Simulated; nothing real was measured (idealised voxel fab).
Process module, titled voxel lift off
Xsec cut, 190 nm wide, square cell size 5 nm.
Think of the cross-section as a grid of square cells. We describe it in bands, top to bottom, and each band covers one or more rows of those cells.
In this notation a band is specified by the heights of its top and bottom, in that order and in nm, after which its materials appear from left to right, each paired with its width in nm. The word "throughout" attached to a single material means that material fills the band from edge to edge; the word "air" stands for empty space.
Basically, 0 is our baseline, since under it the wafer straight out of the box is all one material. The bottom band has no lower end and keeps on going down, so it looks like "0 down".
Quick explanation for "30..40": the width changes in equal steps down the rows of cells, from the first number in the band's top row to the second number in its bottom row.
It should be understood that the words "identical to before", when stated for a given step, signify that the cross-section underwent no change in any of its cells during that step.
The entry "Closed internal cavities" lists the empty spaces that cover at least 8 cells and have no open path to the top. Each is written as width x height at distance, where the distance is measured from the left edge and all three values are in nm.
Step line, after settings: the simulator's comment on this step.
overlay nm, on a step with a mask: how far to the right of its planned place the mask lay; to the left if negative
Each pair of cross-sections that follows straddles one process step: the one shows the state before the step, the other the state after it, down to the lowest band that changed and no further. The step in question, and its settings, are given under the pair. Note that a pair is not necessarily a continuation of the pair above it, since pairs can come from different runs of this module on the same starting wafer; it is a continuation only where its entry headed "Pre-step condition" says so.
**Pre-step condition**
	0 down: Si throughout
	Closed internal cavities: none
**Resulting Structure**
	5 to 0: Al2O3 throughout
	All layers under 0 are left as they were.
	Closed internal cavities: none
Process step bridging the above cross-sections: CONFORMAL_DEP,material Al2O3,thk nm 5
Pre-step condition: The initial state for this step is given by the after cross-section of the immediately preceding pair.
**Resulting Structure**
	25 to 5: resist: 50 / air: 30 / resist: 25 / air: 30 / resist: 55
	All layers under 5 are left as they were.
	Closed internal cavities: none
Process step bridging the above cross-sections: PATTERN,tone open,mask id LINES,material resist,width nm 30,pitch nm 55,thk nm 20,overlay nm 0
Pre-step condition: The initial state for this step is given by the after cross-section of the immediately preceding pair.
**Resulting Structure**
	35 to 25: Ru: 50 / air: 30 / Ru: 25 / air: 30 / Ru: 55
	25 to 15: resist: 50 / air: 30 / resist: 25 / air: 30 / resist: 55
	15 to 5: resist: 50 / Ru: 30 / resist: 25 / Ru: 30 / resist: 55
	All layers under 5 are left as they were.
	Closed internal cavities: none
Process step bridging the above cross-sections: DIRECTIONAL_DEP,material Ru,thk nm 10
Pre-step condition: The initial state for this step is given by the after cross-section of the immediately preceding pair.
**Resulting Structure**
	15 to 5: air: 50 / Ru: 30 / air: 25 / Ru: 30 / air: 55
	All layers under 5 are left as they were.
	Closed internal cavities: none
Process step bridging the above cross-sections: STRIP,etch materials resist
Pre-step condition: The initial state for this step is given by the after cross-section of the immediately preceding pair.
**Resulting Structure**
	20 to 15: air: 45 / SiCN: 40 / air: 15 / SiCN: 40 / air: 50
	15 to 10: air: 45 / SiCN: 5 / Ru: 30 / SiCN: 5 / air: 15 / SiCN: 5 / Ru: 30 / SiCN: 5 / air: 50
	10 to 5: SiCN: 50 / Ru: 30 / SiCN: 25 / Ru: 30 / SiCN: 55
	All layers under 5 are left as they were.
	Closed internal cavities: none
Process step bridging the above cross-sections: CONFORMAL_DEP,material SiCN,thk nm 5
**Pre-step condition**
	0 down: Si throughout
	Closed internal cavities: none
**Resulting Structure**
	15 to 0: Al2O3 throughout
	All layers under 0 are left as they were.
	Closed internal cavities: none
Process step bridging the above cross-sections: CONFORMAL_DEP,material Al2O3,thk nm 15
Pre-step condition: The initial state for this step is given by the after cross-section of the immediately preceding pair.
**Resulting Structure**
	35 to 15: resist: 50 / air: 30 / resist: 25 / air: 30 / resist: 55
	All layers under 15 are left as they were.
	Closed internal cavities: none
Process step bridging the above cross-sections: PATTERN,tone open,mask id LINES,material resist,width nm 30,pitch nm 55,thk nm 20,overlay nm 0
Pre-step condition: The initial state for this step is given by the after cross-section of the immediately preceding pair.
**Resulting Structure**
	45 to 35: Ru: 50 / air: 30 / Ru: 25 / air: 30 / Ru: 55
	35 to 25: resist: 50 / air: 30 / resist: 25 / air: 30 / resist: 55
	25 to 15: resist: 50 / Ru: 30 / resist: 25 / Ru: 30 / resist: 55
	All layers under 15 are left as they were.
	Closed internal cavities: none
Process step bridging the above cross-sections: DIRECTIONAL_DEP,material Ru,thk nm 10
Pre-step condition: The initial state for this step is given by the after cross-section of the immediately preceding pair.
**Resulting Structure**
	25 to 15: air: 50 / Ru: 30 / air: 25 / Ru: 30 / air: 55
	All layers under 15 are left as they were.
	Closed internal cavities: none
Process step bridging the above cross-sections: STRIP,etch materials resist
Pre-step condition: The initial state for this step is given by the after cross-section of the immediately preceding pair.
**Resulting Structure**
	30 to 25: air: 45 / SiCN: 40 / air: 15 / SiCN: 40 / air: 50
	25 to 20: air: 45 / SiCN: 5 / Ru: 30 / SiCN: 5 / air: 15 / SiCN: 5 / Ru: 30 / SiCN: 5 / air: 50
	20 to 15: SiCN: 50 / Ru: 30 / SiCN: 25 / Ru: 30 / SiCN: 55
	All layers under 15 are left as they were.
	Closed internal cavities: none
Process step bridging the above cross-sections: CONFORMAL_DEP,material SiCN,thk nm 5
**Pre-step condition**
	5 to 0: Al2O3 throughout
	0 down: Si throughout
	Closed internal cavities: none
**Resulting Structure**
	25 to 5: resist: 55 / air: 25 / resist: 30 / air: 25 / resist: 55
	All layers under 5 are left as they were.
	Closed internal cavities: none
Process step bridging the above cross-sections: PATTERN,tone open,mask id LINES,material resist,width nm 25,pitch nm 55,thk nm 20,overlay nm 0
Pre-step condition: The initial state for this step is given by the after cross-section of the immediately preceding pair.
**Resulting Structure**
	35 to 25: Ru: 55 / air: 25 / Ru: 30 / air: 25 / Ru: 55
	25 to 15: resist: 55 / air: 25 / resist: 30 / air: 25 / resist: 55
	15 to 5: resist: 55 / Ru: 25 / resist: 30 / Ru: 25 / resist: 55
	All layers under 5 are left as they were.
	Closed internal cavities: none
Process step bridging the above cross-sections: DIRECTIONAL_DEP,material Ru,thk nm 10
Pre-step condition: The initial state for this step is given by the after cross-section of the immediately preceding pair.
**Resulting Structure**
	15 to 5: air: 55 / Ru: 25 / air: 30 / Ru: 25 / air: 55
	All layers under 5 are left as they were.
	Closed internal cavities: none
Process step bridging the above cross-sections: STRIP,etch materials resist
Pre-step condition: The initial state for this step is given by the after cross-section of the immediately preceding pair.
**Resulting Structure**
	20 to 15: air: 50 / SiCN: 35 / air: 20 / SiCN: 35 / air: 50
	15 to 10: air: 50 / SiCN: 5 / Ru: 25 / SiCN: 5 / air: 20 / SiCN: 5 / Ru: 25 / SiCN: 5 / air: 50
	10 to 5: SiCN: 55 / Ru: 25 / SiCN: 30 / Ru: 25 / SiCN: 55
	All layers under 5 are left as they were.
	Closed internal cavities: none
Process step bridging the above cross-sections: CONFORMAL_DEP,material SiCN,thk nm 5
**Pre-step condition**
	5 to 0: Al2O3 throughout
	0 down: Si throughout
	Closed internal cavities: none
**Resulting Structure**
	25 to 5: resist: 45 / air: 30 / resist: 25 / air: 30 / resist: 60
	All layers under 5 are left as they were.
	Closed internal cavities: none
Process step bridging the above cross-sections: PATTERN,tone open,mask id LINES,material resist,width nm 30,pitch nm 55,thk nm 20,overlay nm -5
Pre-step condition: The initial state for this step is given by the after cross-section of the immediately preceding pair.
**Resulting Structure**
	35 to 25: Ru: 45 / air: 30 / Ru: 25 / air: 30 / Ru: 60
	25 to 15: resist: 45 / air: 30 / resist: 25 / air: 30 / resist: 60
	15 to 5: resist: 45 / Ru: 30 / resist: 25 / Ru: 30 / resist: 60
	All layers under 5 are left as they were.
	Closed internal cavities: none
Process step bridging the above cross-sections: DIRECTIONAL_DEP,material Ru,thk nm 10
Pre-step condition: The initial state for this step is given by the after cross-section of the immediately preceding pair.
**Resulting Structure**
	15 to 5: air: 45 / Ru: 30 / air: 25 / Ru: 30 / air: 60
	All layers under 5 are left as they were.
	Closed internal cavities: none
Process step bridging the above cross-sections: STRIP,etch materials resist
Pre-step condition: The initial state for this step is given by the after cross-section of the immediately preceding pair.
**Resulting Structure**
	20 to 15: air: 40 / SiCN: 40 / air: 15 / SiCN: 40 / air: 55
	15 to 10: air: 40 / SiCN: 5 / Ru: 30 / SiCN: 5 / air: 15 / SiCN: 5 / Ru: 30 / SiCN: 5 / air: 55
	10 to 5: SiCN: 45 / Ru: 30 / SiCN: 25 / Ru: 30 / SiCN: 60
	All layers under 5 are left as they were.
	Closed internal cavities: none
Process step bridging the above cross-sections: CONFORMAL_DEP,material SiCN,thk nm 5
**Pre-step condition**
	25 to 5: resist: 50 / air: 30 / resist: 25 / air: 30 / resist: 55
	5 to 0: Al2O3 throughout
	0 down: Si throughout
	Closed internal cavities: none
**Resulting Structure**
	35 to 25: SiCN: 50 / air: 30 / SiCN: 25 / air: 30 / SiCN: 55
	25 to 15: resist: 50 / air: 30 / resist: 25 / air: 30 / resist: 55
	15 to 5: resist: 50 / SiCN: 30 / resist: 25 / SiCN: 30 / resist: 55
	All layers under 5 are left as they were.
	Closed internal cavities: none
Process step bridging the above cross-sections: DIRECTIONAL_DEP,material SiCN,thk nm 10
Pre-step condition: The initial state for this step is given by the after cross-section of the immediately preceding pair.
**Resulting Structure**
	15 to 5: air: 50 / SiCN: 30 / air: 25 / SiCN: 30 / air: 55
	All layers under 5 are left as they were.
	Closed internal cavities: none
Process step bridging the above cross-sections: STRIP,etch materials resist
Pre-step condition: The initial state for this step is given by the after cross-section of the immediately preceding pair.
**Resulting Structure**
	20 to 10: air: 45 / SiCN: 40 / air: 15 / SiCN: 40 / air: 50
	10 to 5: SiCN throughout
	All layers under 5 are left as they were.
	Closed internal cavities: none
Process step bridging the above cross-sections: CONFORMAL_DEP,material SiCN,thk nm 5
**Pre-step condition**
	5 to 0: Al2O3 throughout
	0 down: Si throughout
	Closed internal cavities: none
**Resulting Structure**
	25 to 5: air: 50 / resist: 30 / air: 25 / resist: 30 / air: 55
	All layers under 5 are left as they were.
	Closed internal cavities: none
Process step bridging the above cross-sections: PATTERN,tone cover,mask id LINES,material resist,width nm 30,pitch nm 55,thk nm 20,overlay nm 0
Pre-step condition: The initial state for this step is given by the after cross-section of the immediately preceding pair.
**Resulting Structure**
	35 to 25: air: 50 / Ru: 30 / air: 25 / Ru: 30 / air: 55
	25 to 15: air: 50 / resist: 30 / air: 25 / resist: 30 / air: 55
	15 to 5: Ru: 50 / resist: 30 / Ru: 25 / resist: 30 / Ru: 55
	All layers under 5 are left as they were.
	Closed internal cavities: none
Process step bridging the above cross-sections: DIRECTIONAL_DEP,material Ru,thk nm 10
Pre-step condition: The initial state for this step is given by the after cross-section of the immediately preceding pair.
**Resulting Structure**
	15 to 5: Ru: 50 / air: 30 / Ru: 25 / air: 30 / Ru: 55
	All layers under 5 are left as they were.
	Closed internal cavities: none
Process step bridging the above cross-sections: STRIP,etch materials resist
Pre-step condition: The initial state for this step is given by the after cross-section of the immediately preceding pair.
**Resulting Structure**
	20 to 15: SiCN: 55 / air: 20 / SiCN: 35 / air: 20 / SiCN: 60
	15 to 10: Ru: 50 / SiCN: 5 / air: 20 / SiCN: 5 / Ru: 25 / SiCN: 5 / air: 20 / SiCN: 5 / Ru: 55
	10 to 5: Ru: 50 / SiCN: 30 / Ru: 25 / SiCN: 30 / Ru: 55
	All layers under 5 are left as they were.
	Closed internal cavities: none
Process step bridging the above cross-sections: CONFORMAL_DEP,material SiCN,thk nm 5
